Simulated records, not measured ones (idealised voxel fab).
Process module, titled voxel air gaps
Cross-section cut: width 175 nm, square cells of 5 nm.
Notation: cross-section as square-cell grid; stated in bands, top first, going down; one or more cell rows per band. Band entry format. Leading values: height of top, height of bottom, nm. Remainder: materials in left-to-right order, each with its width in nm. Special words: "full width" on a single material, which then fills the band edge to edge; "air", empty space. Where do heights start? At 0: under that level the wafer as delivered is made of one material only. And the lowest band has no floor; it just carries on downward, as in "from 0 down". When a width is written as two numbers, as in "30->40", the first number is the width in the top row of cells of the band and the second is the width in its bottom row, and the width changes by the same amount from each row to the next. "no modification" (step): cross-section cells unchanged, all of them. Heads up: "Sealed internal cavities" only lists the empty pockets with no open path to the top that are 8 cells or more, and it writes them as width x height at distance, distance from the left edge, in nm. Heads up: the bit after the settings on a step's line is the simulator's remark on that step. A step line may carry the setting "overlay nm", which, for steps involving a mask, states the distance by which the mask lay to the right of its intended position; negative values denote displacement to the left. Below you will find pairs of cross-sections. In each, one shows the wafer before one process step and the other after it, with the after view ending at the lowest band that changed. Under each pair is the step separating them, along with its settings. Do not assume the pairs form a chain: they can come from different runs of this module on the same starting wafer, and a pair continues from the pair above it only when its "Before the process" entry says so.

## Before the process
- from 0 down  Si full width
- Sealed internal cavities: none

## Cut View, Post-Step
- from 15 to 0  SiO2 full width
- below 0: unchanged
- Sealed internal cavities: none
What was done to get from the upper cross-section to the lower one? CONFORMAL_DEP, material SiO2, thk nm 15

Before the process: = after-state of the pair above.

## Cut View, Post-Step
- from 20 to 15  SiCN full width
- below 15: unchanged
- Sealed internal cavities: none
What was done to get from the upper cross-section to the lower one? CONFORMAL_DEP, material SiCN, thk nm 5

Before the process: = after-state of the pair above.

## Cut View, Post-Step
- from 55 to 20  lowk full width
- below 20: unchanged
- Sealed internal cavities: none
What was done to get from the upper cross-section to the lower one? DIRECTIONAL_DEP, material lowk, thk nm 35

Before the process: = after-state of the pair above.

## Cut View, Post-Step
- from 70 to 55  aC full width
- below 55: unchanged
- Sealed internal cavities: none
What was done to get from the upper cross-section to the lower one? DIRECTIONAL_DEP, material aC, thk nm 15

Before the process: = after-state of the pair above.

## Cut View, Post-Step
- from 105 to 70  25 of resist; 20 of air; 30 of resist; 20 of air; 30 of resist; 20 of air; 30 of resist
- below 70: unchanged
- Sealed internal cavities: none
What was done to get from the upper cross-section to the lower one? PATTERN, tone open, mask id LINES, material resist, width nm 20, pitch nm 50, thk nm 35, overlay nm 0

Before the process: = after-state of the pair above.

## Cut View, Post-Step
- from 90 to 70  25 of resist; 20 of air; 30 of resist; 20 of air; 30 of resist; 20 of air; 30 of resist
- from 70 to 55  25 of aC; 20 of air; 30 of aC; 20 of air; 30 of aC; 20 of air; 30 of aC
- below 55: unchanged
- Sealed internal cavities: none
What was done to get from the upper cross-section to the lower one? DIRECTIONAL_ETCH, etch materials aC, depth nm 15

Before the process: = after-state of the pair above.

## Cut View, Post-Step
- from 70 to 55  25 of aC; 20 of air; 30 of aC; 20 of air; 30 of aC; 20 of air; 30 of aC
- below 55: unchanged
- Sealed internal cavities: none
What was done to get from the upper cross-section to the lower one? STRIP, etch materials resist

Before the process: = after-state of the pair above.

## Cut View, Post-Step
- from 70 to 55  25 of aC; 20 of air; 30 of aC; 20 of air; 30 of aC; 20 of air; 30 of aC
- from 55 to 20  25 of lowk; 20 of air; 30 of lowk; 20 of air; 30 of lowk; 20 of air; 30 of lowk
- below 20: unchanged
- Sealed internal cavities: none
What was done to get from the upper cross-section to the lower one? DIRECTIONAL_ETCH, etch materials lowk, depth nm 35

Before the process: = after-state of the pair above.

## Cut View, Post-Step
- from 55 to 20  25 of lowk; 20 of air; 30 of lowk; 20 of air; 30 of lowk; 20 of air; 30 of lowk
- below 20: unchanged
- Sealed internal cavities: none
What was done to get from the upper cross-section to the lower one? STRIP, etch materials aC

Before the process: = after-state of the pair above.

## Cut View, Post-Step
- from 60 to 55  30 of TiN; 10 of air; 40 of TiN; 10 of air; 40 of TiN; 10 of air; 35 of TiN
- from 55 to 25  25 of lowk; 5 of TiN; 10 of air; 5 of TiN; 30 of lowk; 5 of TiN; 10 of air; 5 of TiN; 30 of lowk; 5 of TiN; 10 of air; 5 of TiN; 30 of lowk
- from 25 to 20  25 of lowk; 20 of TiN; 30 of lowk; 20 of TiN; 30 of lowk; 20 of TiN; 30 of lowk
- below 20: unchanged
- Sealed internal cavities: none
What was done to get from the upper cross-section to the lower one? CONFORMAL_DEP, material TiN, thk nm 5

Before the process: = after-state of the pair above.

## Cut View, Post-Step
- from 70 to 60  W full width
- from 60 to 55  30 of TiN; 10 of W; 40 of TiN; 10 of W; 40 of TiN; 10 of W; 35 of TiN
- from 55 to 25  25 of lowk; 5 of TiN; 10 of W; 5 of TiN; 30 of lowk; 5 of TiN; 10 of W; 5 of TiN; 30 of lowk; 5 of TiN; 10 of W; 5 of TiN; 30 of lowk
- below 25: unchanged
- Sealed internal cavities: none
What was done to get from the upper cross-section to the lower one? FILL_DEP, material W, thk nm 10

Before the process: = after-state of the pair above.

## Cut View, Post-Step
- from 55 to 25  25 of lowk; 5 of TiN; 10 of W; 5 of TiN; 30 of lowk; 5 of TiN; 10 of W; 5 of TiN; 30 of lowk; 5 of TiN; 10 of W; 5 of TiN; 30 of lowk
- below 25: unchanged
- Sealed internal cavities: none
What was done to get from the upper cross-section to the lower one? CMP, height nm 55

Before the process: = after-state of the pair above.

## Cut View, Post-Step
- from 65 to 55  15 of air; 40 of Ru; 10 of air; 40 of Ru; 10 of air; 40 of Ru; 20 of air
- below 55: unchanged
- Sealed internal cavities: none
What was done to get from the upper cross-section to the lower one? EPI, material Ru, thk nm 10

Before the process: = after-state of the pair above.

## Cut View, Post-Step
- from 65 to 55  15 of air; 40 of Ru; 10 of air; 40 of Ru; 10 of air; 40 of Ru; 20 of air
- from 55 to 25  25 of air; 5 of TiN; 10 of W; 5 of TiN; 30 of air; 5 of TiN; 10 of W; 5 of TiN; 30 of air; 5 of TiN; 10 of W; 5 of TiN; 30 of air
- from 25 to 20  25 of air; 20 of TiN; 30 of air; 20 of TiN; 30 of air; 20 of TiN; 30 of air
- below 20: unchanged
- Sealed internal cavities: none
What was done to get from the upper cross-section to the lower one? SELECTIVE_ETCH, etch materials lowk, depth nm 45

Before the process: = after-state of the pair above.

## Cut View, Post-Step
- from 70 to 65  10 of air; 150 of SiCN; 15 of air
- from 65 to 55  10 of air; 5 of SiCN; 40 of Ru; 10 of SiCN; 40 of Ru; 10 of SiCN; 40 of Ru; 5 of SiCN; 15 of air
- from 55 to 50  10 of air; 15 of SiCN; 5 of TiN; 10 of W; 5 of TiN; 30 of SiCN; 5 of TiN; 10 of W; 5 of TiN; 30 of SiCN; 5 of TiN; 10 of W; 5 of TiN; 15 of SiCN; 15 of air
- from 50 to 25  20 of air; 5 of SiCN; 5 of TiN; 10 of W; 5 of TiN; 5 of SiCN; 20 of air; 5 of SiCN; 5 of TiN; 10 of W; 5 of TiN; 5 of SiCN; 20 of air; 5 of SiCN; 5 of TiN; 10 of W; 5 of TiN; 5 of SiCN; 25 of air
- from 25 to 20  25 of SiCN; 20 of TiN; 30 of SiCN; 20 of TiN; 30 of SiCN; 20 of TiN; 30 of SiCN
- below 20: unchanged
- Sealed internal cavities: 20 x 25 at 50; 20 x 25 at 100
What was done to get from the upper cross-section to the lower one? CONFORMAL_DEP, material SiCN, thk nm 5

## Before the process
- from 0 down  Si full width
- Sealed internal cavities: none

## Cut View, Post-Step
- from 5 to 0  SiCN full width
- below 0: unchanged
- Sealed internal cavities: none
What was done to get from the upper cross-section to the lower one? CONFORMAL_DEP, material SiCN, thk nm 5

Before the process: = after-state of the pair above.

## Cut View, Post-Step
- from 40 to 5  lowk full width
- below 5: unchanged
- Sealed internal cavities: none
What was done to get from the upper cross-section to the lower one? DIRECTIONAL_DEP, material lowk, thk nm 35

Before the process: = after-state of the pair above.

## Cut View, Post-Step
- from 55 to 40  aC full width
- below 40: unchanged
- Sealed internal cavities: none
What was done to get from the upper cross-section to the lower one? DIRECTIONAL_DEP, material aC, thk nm 15

Before the process: = after-state of the pair above.

## Cut View, Post-Step
- from 90 to 55  25 of resist; 20 of air; 30 of resist; 20 of air; 30 of resist; 20 of air; 30 of resist
- below 55: unchanged
- Sealed internal cavities: none
What was done to get from the upper cross-section to the lower one? PATTERN, tone open, mask id LINES, material resist, width nm 20, pitch nm 50, thk nm 35, overlay nm 0

Before the process: = after-state of the pair above.

## Cut View, Post-Step
- from 75 to 55  25 of resist; 20 of air; 30 of resist; 20 of air; 30 of resist; 20 of air; 30 of resist
- from 55 to 40  25 of aC; 20 of air; 30 of aC; 20 of air; 30 of aC; 20 of air; 30 of aC
- below 40: unchanged
- Sealed internal cavities: none
What was done to get from the upper cross-section to the lower one? DIRECTIONAL_ETCH, etch materials aC, depth nm 15

Before the process: = after-state of the pair above.

## Cut View, Post-Step
- from 55 to 40  25 of aC; 20 of air; 30 of aC; 20 of air; 30 of aC; 20 of air; 30 of aC
- below 40: unchanged
- Sealed internal cavities: none
What was done to get from the upper cross-section to the lower one? STRIP, etch materials resist

Before the process: = after-state of the pair above.

## Cut View, Post-Step
- from 55 to 40  25 of aC; 20 of air; 30 of aC; 20 of air; 30 of aC; 20 of air; 30 of aC
- from 40 to 5  25 of lowk; 20 of air; 30 of lowk; 20 of air; 30 of lowk; 20 of air; 30 of lowk
- below 5: unchanged
- Sealed internal cavities: none
What was done to get from the upper cross-section to the lower one? DIRECTIONAL_ETCH, etch materials lowk, depth nm 35

Before the process: = after-state of the pair above.

## Cut View, Post-Step
- from 40 to 5  25 of lowk; 20 of air; 30 of lowk; 20 of air; 30 of lowk; 20 of air; 30 of lowk
- below 5: unchanged
- Sealed internal cavities: none
What was done to get from the upper cross-section to the lower one? STRIP, etch materials aC

Before the process: = after-state of the pair above.

## Cut View, Post-Step
- from 45 to 40  30 of TiN; 10 of air; 40 of TiN; 10 of air; 40 of TiN; 10 of air; 35 of TiN
- from 40 to 10  25 of lowk; 5 of TiN; 10 of air; 5 of TiN; 30 of lowk; 5 of TiN; 10 of air; 5 of TiN; 30 of lowk; 5 of TiN; 10 of air; 5 of TiN; 30 of lowk
- from 10 to 5  25 of lowk; 20 of TiN; 30 of lowk; 20 of TiN; 30 of lowk; 20 of TiN; 30 of lowk
- below 5: unchanged
- Sealed internal cavities: none
What was done to get from the upper cross-section to the lower one? CONFORMAL_DEP, material TiN, thk nm 5

Before the process: = after-state of the pair above.

## Cut View, Post-Step
- from 55 to 45  W full width
- from 45 to 40  30 of TiN; 10 of W; 40 of TiN; 10 of W; 40 of TiN; 10 of W; 35 of TiN
- from 40 to 10  25 of lowk; 5 of TiN; 10 of W; 5 of TiN; 30 of lowk; 5 of TiN; 10 of W; 5 of TiN; 30 of lowk; 5 of TiN; 10 of W; 5 of TiN; 30 of lowk
- below 10: unchanged
- Sealed internal cavities: none
What was done to get from the upper cross-section to the lower one? FILL_DEP, material W, thk nm 10

Before the process: = after-state of the pair above.

## Cut View, Post-Step
- from 65 to 55  Ru full width
- below 55: unchanged
- Sealed internal cavities: none
What was done to get from the upper cross-section to the lower one? EPI, material Ru, thk nm 10

Before the process: = after-state of the pair above.

## Cut View, Post-Step
- from 70 to 65  SiCN full width
- below 65: unchanged
- Sealed internal cavities: none
What was done to get from the upper cross-section to the lower one? CONFORMAL_DEP, material SiCN, thk nm 5

## Before the process
- from 65 to 55  15 of air; 40 of Ru; 10 of air; 40 of Ru; 10 of air; 40 of Ru; 20 of air
- from 55 to 25  25 of lowk; 5 of TiN; 10 of W; 5 of TiN; 30 of lowk; 5 of TiN; 10 of W; 5 of TiN; 30 of lowk; 5 of TiN; 10 of W; 5 of TiN; 30 of lowk
- from 25 to 20  25 of lowk; 20 of TiN; 30 of lowk; 20 of TiN; 30 of lowk; 20 of TiN; 30 of lowk
- from 20 to 15  SiCN full width
- from 15 to 0  SiO2 full width
- from 0 down  Si full width
- Sealed internal cavities: none

## Cut View, Post-Step
- from 75 to 55  5 of air; 160 of Ru; 10 of air
- below 55: unchanged
- Sealed internal cavities: none
What was done to get from the upper cross-section to the lower one? EPI, material Ru, thk nm 10

Before the process: = after-state of the pair above.

## Cut View, Post-Step
- from 75 to 55  5 of air; 160 of Ru; 10 of air
- from 55 to 25  25 of air; 5 of TiN; 10 of W; 5 of TiN; 30 of lowk; 5 of TiN; 10 of W; 5 of TiN; 30 of lowk; 5 of TiN; 10 of W; 5 of TiN; 30 of air
- from 25 to 20  25 of air; 20 of TiN; 30 of lowk; 20 of TiN; 30 of lowk; 20 of TiN; 30 of air
- below 20: unchanged
- Sealed internal cavities: none
What was done to get from the upper cross-section to the lower one? SELECTIVE_ETCH, etch materials lowk, depth nm 45

Before the process: = after-state of the pair above.

## Cut View, Post-Step
- from 80 to 75  170 of SiCN; 5 of air
- from 75 to 55  5 of SiCN; 160 of Ru; 5 of SiCN; 5 of air
- from 55 to 50  25 of SiCN; 5 of TiN; 10 of W; 5 of TiN; 30 of lowk; 5 of TiN; 10 of W; 5 of TiN; 30 of lowk; 5 of TiN; 10 of W; 5 of TiN; 25 of SiCN; 5 of air
- from 50 to 25  20 of air; 5 of SiCN; 5 of TiN; 10 of W; 5 of TiN; 30 of lowk; 5 of TiN; 10 of W; 5 of TiN; 30 of lowk; 5 of TiN; 10 of W; 5 of TiN; 5 of SiCN; 25 of air
- from 25 to 20  25 of SiCN; 20 of TiN; 30 of lowk; 20 of TiN; 30 of lowk; 20 of TiN; 30 of SiCN
- below 20: unchanged
- Sealed internal cavities: 20 x 25 at 0
What was done to get from the upper cross-section to the lower one? CONFORMAL_DEP, material SiCN, thk nm 5

## Before the process
- from 15 to 0  SiO2 full width
- from 0 down  Si full width
- Sealed internal cavities: none

## Cut View, Post-Step
- from 50 to 15  lowk full width
- below 15: unchanged
- Sealed internal cavities: none
What was done to get from the upper cross-section to the lower one? DIRECTIONAL_DEP, material lowk, thk nm 35

Before the process: = after-state of the pair above.

## Cut View, Post-Step
- from 55 to 50  SiCN full width
- below 50: unchanged
- Sealed internal cavities: none
What was done to get from the upper cross-section to the lower one? CONFORMAL_DEP, material SiCN, thk nm 5

Before the process: = after-state of the pair above.

## Cut View, Post-Step
- from 70 to 55  aC full width
- below 55: unchanged
- Sealed internal cavities: none
What was done to get from the upper cross-section to the lower one? DIRECTIONAL_DEP, material aC, thk nm 15

Before the process: = after-state of the pair above.

## Cut View, Post-Step
- from 105 to 70  25 of resist; 20 of air; 30 of resist; 20 of air; 30 of resist; 20 of air; 30 of resist
- below 70: unchanged
- Sealed internal cavities: none
What was done to get from the upper cross-section to the lower one? PATTERN, tone open, mask id LINES, material resist, width nm 20, pitch nm 50, thk nm 35, overlay nm 0

Before the process: = after-state of the pair above.

## Cut View, Post-Step
- from 90 to 70  25 of resist; 20 of air; 30 of resist; 20 of air; 30 of resist; 20 of air; 30 of resist
- from 70 to 55  25 of aC; 20 of air; 30 of aC; 20 of air; 30 of aC; 20 of air; 30 of aC
- below 55: unchanged
- Sealed internal cavities: none
What was done to get from the upper cross-section to the lower one? DIRECTIONAL_ETCH, etch materials aC, depth nm 15

Before the process: = after-state of the pair above.

## Cut View, Post-Step
- from 70 to 55  25 of aC; 20 of air; 30 of aC; 20 of air; 30 of aC; 20 of air; 30 of aC
- below 55: unchanged
- Sealed internal cavities: none
What was done to get from the upper cross-section to the lower one? STRIP, etch materials resist

Before the process: = after-state of the pair above.

## Cut View, Post-Step
- from 55 to 50  SiCN full width
- below 50: unchanged
- Sealed internal cavities: none
What was done to get from the upper cross-section to the lower one? STRIP, etch materials aC

Before the process: = after-state of the pair above.

## Cut View, Post-Step
- from 60 to 55  TiN full width
- below 55: unchanged
- Sealed internal cavities: none
What was done to get from the upper cross-section to the lower one? CONFORMAL_DEP, material TiN, thk nm 5

Before the process: = after-state of the pair above.

## Cut View, Post-Step
- from 70 to 60  W full width
- below 60: unchanged
- Sealed internal cavities: none
What was done to get from the upper cross-section to the lower one? FILL_DEP, material W, thk nm 10

Before the process: = after-state of the pair above.

## Cut View, Post-Step
- from 55 to 50  SiCN full width
- below 50: unchanged
- Sealed internal cavities: none
What was done to get from the upper cross-section to the lower one? CMP, height nm 55

Before the process: = after-state of the pair above.

## Cut View, Post-Step
- from 60 to 50  SiCN full width
- below 50: unchanged
- Sealed internal cavities: none
What was done to get from the upper cross-section to the lower one? CONFORMAL_DEP, material SiCN, thk nm 5

## Before the process
- from 65 to 55  15 of air; 40 of Ru; 10 of air; 40 of Ru; 10 of air; 40 of Ru; 20 of air
- from 55 to 25  25 of air; 5 of TiN; 10 of W; 5 of TiN; 30 of air; 5 of TiN; 10 of W; 5 of TiN; 30 of air; 5 of TiN; 10 of W; 5 of TiN; 30 of air
- from 25 to 20  25 of air; 20 of TiN; 30 of air; 20 of TiN; 30 of air; 20 of TiN; 30 of air
- from 20 to 15  SiCN full width
- from 15 to 0  SiO2 full width
- from 0 down  Si full width
- Sealed internal cavities: none

## Cut View, Post-Step
- from 80 to 65  170 of SiCN; 5 of air
- from 65 to 55  15 of SiCN; 40 of Ru; 10 of SiCN; 40 of Ru; 10 of SiCN; 40 of Ru; 15 of SiCN; 5 of air
- from 55 to 50  25 of SiCN; 5 of TiN; 10 of W; 5 of TiN; 30 of SiCN; 5 of TiN; 10 of W; 5 of TiN; 30 of SiCN; 5 of TiN; 10 of W; 5 of TiN; 25 of SiCN; 5 of air
- from 50 to 40  25 of SiCN; 5 of TiN; 10 of W; 5 of TiN; 5 of SiCN; 20 of air; 5 of SiCN; 5 of TiN; 10 of W; 5 of TiN; 5 of SiCN; 20 of air; 5 of SiCN; 5 of TiN; 10 of W; 5 of TiN; 25 of SiCN; 5 of air
- from 40 to 35  10 of air; 15 of SiCN; 5 of TiN; 10 of W; 5 of TiN; 5 of SiCN; 20 of air; 5 of SiCN; 5 of TiN; 10 of W; 5 of TiN; 5 of SiCN; 20 of air; 5 of SiCN; 5 of TiN; 10 of W; 5 of TiN; 15 of SiCN; 15 of air
- from 35 to 25  25 of SiCN; 5 of TiN; 10 of W; 5 of TiN; 5 of SiCN; 20 of air; 5 of SiCN; 5 of TiN; 10 of W; 5 of TiN; 5 of SiCN; 20 of air; 5 of SiCN; 5 of TiN; 10 of W; 5 of TiN; 30 of SiCN
- from 25 to 20  25 of SiCN; 20 of TiN; 30 of SiCN; 20 of TiN; 30 of SiCN; 20 of TiN; 30 of SiCN
- below 20: unchanged
- Sealed internal cavities: 20 x 25 at 50; 20 x 25 at 100
What was done to get from the upper cross-section to the lower one? CONFORMAL_DEP, material SiCN, thk nm 15

## Before the process
- from 70 to 55  aC full width
- from 55 to 20  lowk full width
- from 20 to 15  SiCN full width
- from 15 to 0  SiO2 full width
- from 0 down  Si full width
- Sealed internal cavities: none

## Cut View, Post-Step
- from 105 to 70  30 of resist; 15 of air; 35 of resist; 15 of air; 35 of resist; 15 of air; 30 of resist
- below 70: unchanged
- Sealed internal cavities: none
What was done to get from the upper cross-section to the lower one? PATTERN, tone open, mask id LINES, material resist, width nm 15, pitch nm 50, thk nm 35, overlay nm 0

Before the process: = after-state of the pair above.

## Cut View, Post-Step
- from 90 to 70  30 of resist; 15 of air; 35 of resist; 15 of air; 35 of resist; 15 of air; 30 of resist
- from 70 to 55  30 of aC; 15 of air; 35 of aC; 15 of air; 35 of aC; 15 of air; 30 of aC
- below 55: unchanged
- Sealed internal cavities: none
What was done to get from the upper cross-section to the lower one? DIRECTIONAL_ETCH, etch materials aC, depth nm 15

Before the process: = after-state of the pair above.

## Cut View, Post-Step
- from 70 to 55  30 of aC; 15 of air; 35 of aC; 15 of air; 35 of aC; 15 of air; 30 of aC
- below 55: unchanged
- Sealed internal cavities: none
What was done to get from the upper cross-section to the lower one? STRIP, etch materials resist

Before the process: = after-state of the pair above.

## Cut View, Post-Step
- from 70 to 55  30 of aC; 15 of air; 35 of aC; 15 of air; 35 of aC; 15 of air; 30 of aC
- from 55 to 20  30 of lowk; 15 of air; 35 of lowk; 15 of air; 35 of lowk; 15 of air; 30 of lowk
- below 20: unchanged
- Sealed internal cavities: none
What was done to get from the upper cross-section to the lower one? DIRECTIONAL_ETCH, etch materials lowk, depth nm 35

Before the process: = after-state of the pair above.

## Cut View, Post-Step
- from 55 to 20  30 of lowk; 15 of air; 35 of lowk; 15 of air; 35 of lowk; 15 of air; 30 of lowk
- below 20: unchanged
- Sealed internal cavities: none
What was done to get from the upper cross-section to the lower one? STRIP, etch materials aC

Before the process: = after-state of the pair above.

## Cut View, Post-Step
- from 60 to 55  35 of TiN; 5 of air; 45 of TiN; 5 of air; 45 of TiN; 5 of air; 35 of TiN
- from 55 to 25  30 of lowk; 5 of TiN; 5 of air; 5 of TiN; 35 of lowk; 5 of TiN; 5 of air; 5 of TiN; 35 of lowk; 5 of TiN; 5 of air; 5 of TiN; 30 of lowk
- from 25 to 20  30 of lowk; 15 of TiN; 35 of lowk; 15 of TiN; 35 of lowk; 15 of TiN; 30 of lowk
- below 20: unchanged
- Sealed internal cavities: none
What was done to get from the upper cross-section to the lower one? CONFORMAL_DEP, material TiN, thk nm 5

Before the process: = after-state of the pair above.

## Cut View, Post-Step
- from 70 to 60  W full width
- from 60 to 55  35 of TiN; 5 of W; 45 of TiN; 5 of W; 45 of TiN; 5 of W; 35 of TiN
- from 55 to 25  30 of lowk; 5 of TiN; 5 of W; 5 of TiN; 35 of lowk; 5 of TiN; 5 of W; 5 of TiN; 35 of lowk; 5 of TiN; 5 of W; 5 of TiN; 30 of lowk
- below 25: unchanged
- Sealed internal cavities: none
What was done to get from the upper cross-section to the lower one? FILL_DEP, material W, thk nm 10

Before the process: = after-state of the pair above.

## Cut View, Post-Step
- from 55 to 25  30 of lowk; 5 of TiN; 5 of W; 5 of TiN; 35 of lowk; 5 of TiN; 5 of W; 5 of TiN; 35 of lowk; 5 of TiN; 5 of W; 5 of TiN; 30 of lowk
- below 25: unchanged
- Sealed internal cavities: none
What was done to get from the upper cross-section to the lower one? CMP, height nm 55

Before the process: = after-state of the pair above.

## Cut View, Post-Step
- from 65 to 55  20 of air; 35 of Ru; 15 of air; 35 of Ru; 15 of air; 35 of Ru; 20 of air
- below 55: unchanged
- Sealed internal cavities: none
What was done to get from the upper cross-section to the lower one? EPI, material Ru, thk nm 10

Before the process: = after-state of the pair above.

## Cut View, Post-Step
- from 65 to 55  20 of air; 35 of Ru; 15 of air; 35 of Ru; 15 of air; 35 of Ru; 20 of air
- from 55 to 25  30 of air; 5 of TiN; 5 of W; 5 of TiN; 35 of air; 5 of TiN; 5 of W; 5 of TiN; 35 of air; 5 of TiN; 5 of W; 5 of TiN; 30 of air
- from 25 to 20  30 of air; 15 of TiN; 35 of air; 15 of TiN; 35 of air; 15 of TiN; 30 of air
- below 20: unchanged
- Sealed internal cavities: none
What was done to get from the upper cross-section to the lower one? SELECTIVE_ETCH, etch materials lowk, depth nm 45

Before the process: = after-state of the pair above.

## Cut View, Post-Step
- from 70 to 65  15 of air; 45 of SiCN; 5 of air; 45 of SiCN; 5 of air; 45 of SiCN; 15 of air
- from 65 to 55  15 of air; 5 of SiCN; 35 of Ru; 5 of SiCN; 5 of air; 5 of SiCN; 35 of Ru; 5 of SiCN; 5 of air; 5 of SiCN; 35 of Ru; 5 of SiCN; 15 of air
- from 55 to 50  15 of air; 15 of SiCN; 5 of TiN; 5 of W; 5 of TiN; 15 of SiCN; 5 of air; 15 of SiCN; 5 of TiN; 5 of W; 5 of TiN; 15 of SiCN; 5 of air; 15 of SiCN; 5 of TiN; 5 of W; 5 of TiN; 15 of SiCN; 15 of air
- from 50 to 25  25 of air; 5 of SiCN; 5 of TiN; 5 of W; 5 of TiN; 5 of SiCN; 25 of air; 5 of SiCN; 5 of TiN; 5 of W; 5 of TiN; 5 of SiCN; 25 of air; 5 of SiCN; 5 of TiN; 5 of W; 5 of TiN; 5 of SiCN; 25 of air
- from 25 to 20  30 of SiCN; 15 of TiN; 35 of SiCN; 15 of TiN; 35 of SiCN; 15 of TiN; 30 of SiCN
- below 20: unchanged
- Sealed internal cavities: none
What was done to get from the upper cross-section to the lower one? CONFORMAL_DEP, material SiCN, thk nm 5

## Before the process
- from 70 to 55  aC full width
- from 55 to 20  lowk full width
- from 20 to 15  SiCN full width
- from 15 to 0  SiO2 full width
- from 0 down  Si full width
- Sealed internal cavities: none

## Cut View, Post-Step
- from 105 to 70  20 of resist; 20 of air; 30 of resist; 20 of air; 30 of resist; 20 of air; 35 of resist
- below 70: unchanged
- Sealed internal cavities: none
What was done to get from the upper cross-section to the lower one? PATTERN, tone open, mask id LINES, material resist, width nm 20, pitch nm 50, thk nm 35, overlay nm -5

Before the process: = after-state of the pair above.

## Cut View, Post-Step
- from 90 to 70  20 of resist; 20 of air; 30 of resist; 20 of air; 30 of resist; 20 of air; 35 of resist
- from 70 to 55  20 of aC; 20 of air; 30 of aC; 20 of air; 30 of aC; 20 of air; 35 of aC
- below 55: unchanged
- Sealed internal cavities: none
What was done to get from the upper cross-section to the lower one? DIRECTIONAL_ETCH, etch materials aC, depth nm 15

Before the process: = after-state of the pair above.

## Cut View, Post-Step
- from 70 to 55  20 of aC; 20 of air; 30 of aC; 20 of air; 30 of aC; 20 of air; 35 of aC
- below 55: unchanged
- Sealed internal cavities: none
What was done to get from the upper cross-section to the lower one? STRIP, etch materials resist

Before the process: = after-state of the pair above.

## Cut View, Post-Step
- from 70 to 55  20 of aC; 20 of air; 30 of aC; 20 of air; 30 of aC; 20 of air; 35 of aC
- from 55 to 20  20 of lowk; 20 of air; 30 of lowk; 20 of air; 30 of lowk; 20 of air; 35 of lowk
- below 20: unchanged
- Sealed internal cavities: none
What was done to get from the upper cross-section to the lower one? DIRECTIONAL_ETCH, etch materials lowk, depth nm 35

Before the process: = after-state of the pair above.

## Cut View, Post-Step
- from 55 to 20  20 of lowk; 20 of air; 30 of lowk; 20 of air; 30 of lowk; 20 of air; 35 of lowk
- below 20: unchanged
- Sealed internal cavities: none
What was done to get from the upper cross-section to the lower one? STRIP, etch materials aC

Before the process: = after-state of the pair above.

## Cut View, Post-Step
- from 60 to 55  25 of TiN; 10 of air; 40 of TiN; 10 of air; 40 of TiN; 10 of air; 40 of TiN
- from 55 to 25  20 of lowk; 5 of TiN; 10 of air; 5 of TiN; 30 of lowk; 5 of TiN; 10 of air; 5 of TiN; 30 of lowk; 5 of TiN; 10 of air; 5 of TiN; 35 of lowk
- from 25 to 20  20 of lowk; 20 of TiN; 30 of lowk; 20 of TiN; 30 of lowk; 20 of TiN; 35 of lowk
- below 20: unchanged
- Sealed internal cavities: none
What was done to get from the upper cross-section to the lower one? CONFORMAL_DEP, material TiN, thk nm 5

Before the process: = after-state of the pair above.

## Cut View, Post-Step
- from 70 to 60  W full width
- from 60 to 55  25 of TiN; 10 of W; 40 of TiN; 10 of W; 40 of TiN; 10 of W; 40 of TiN
- from 55 to 25  20 of lowk; 5 of TiN; 10 of W; 5 of TiN; 30 of lowk; 5 of TiN; 10 of W; 5 of TiN; 30 of lowk; 5 of TiN; 10 of W; 5 of TiN; 35 of lowk
- below 25: unchanged
- Sealed internal cavities: none
What was done to get from the upper cross-section to the lower one? FILL_DEP, material W, thk nm 10

Before the process: = after-state of the pair above.

## Cut View, Post-Step
- from 55 to 25  20 of lowk; 5 of TiN; 10 of W; 5 of TiN; 30 of lowk; 5 of TiN; 10 of W; 5 of TiN; 30 of lowk; 5 of TiN; 10 of W; 5 of TiN; 35 of lowk
- below 25: unchanged
- Sealed internal cavities: none
What was done to get from the upper cross-section to the lower one? CMP, height nm 55

Before the process: = after-state of the pair above.

## Cut View, Post-Step
- from 65 to 55  10 of air; 40 of Ru; 10 of air; 40 of Ru; 10 of air; 40 of Ru; 25 of air
- below 55: unchanged
- Sealed internal cavities: none
What was done to get from the upper cross-section to the lower one? EPI, material Ru, thk nm 10

Before the process: = after-state of the pair above.

## Cut View, Post-Step
- from 65 to 55  10 of air; 40 of Ru; 10 of air; 40 of Ru; 10 of air; 40 of Ru; 25 of air
- from 55 to 25  20 of air; 5 of TiN; 10 of W; 5 of TiN; 30 of air; 5 of TiN; 10 of W; 5 of TiN; 30 of air; 5 of TiN; 10 of W; 5 of TiN; 35 of air
- from 25 to 20  20 of air; 20 of TiN; 30 of air; 20 of TiN; 30 of air; 20 of TiN; 35 of air
- below 20: unchanged
- Sealed internal cavities: none
What was done to get from the upper cross-section to the lower one? SELECTIVE_ETCH, etch materials lowk, depth nm 45

Before the process: = after-state of the pair above.

## Cut View, Post-Step
- from 70 to 65  5 of air; 150 of SiCN; 20 of air
- from 65 to 55  5 of air; 5 of SiCN; 40 of Ru; 10 of SiCN; 40 of Ru; 10 of SiCN; 40 of Ru; 5 of SiCN; 20 of air
- from 55 to 50  5 of air; 15 of SiCN; 5 of TiN; 10 of W; 5 of TiN; 30 of SiCN; 5 of TiN; 10 of W; 5 of TiN; 30 of SiCN; 5 of TiN; 10 of W; 5 of TiN; 15 of SiCN; 20 of air
- from 50 to 25  15 of air; 5 of SiCN; 5 of TiN; 10 of W; 5 of TiN; 5 of SiCN; 20 of air; 5 of SiCN; 5 of TiN; 10 of W; 5 of TiN; 5 of SiCN; 20 of air; 5 of SiCN; 5 of TiN; 10 of W; 5 of TiN; 5 of SiCN; 30 of air
- from 25 to 20  20 of SiCN; 20 of TiN; 30 of SiCN; 20 of TiN; 30 of SiCN; 20 of TiN; 35 of SiCN
- below 20: unchanged
- Sealed internal cavities: 20 x 25 at 45; 20 x 25 at 95
What was done to get from the upper cross-section to the lower one? CONFORMAL_DEP, material SiCN, thk nm 5
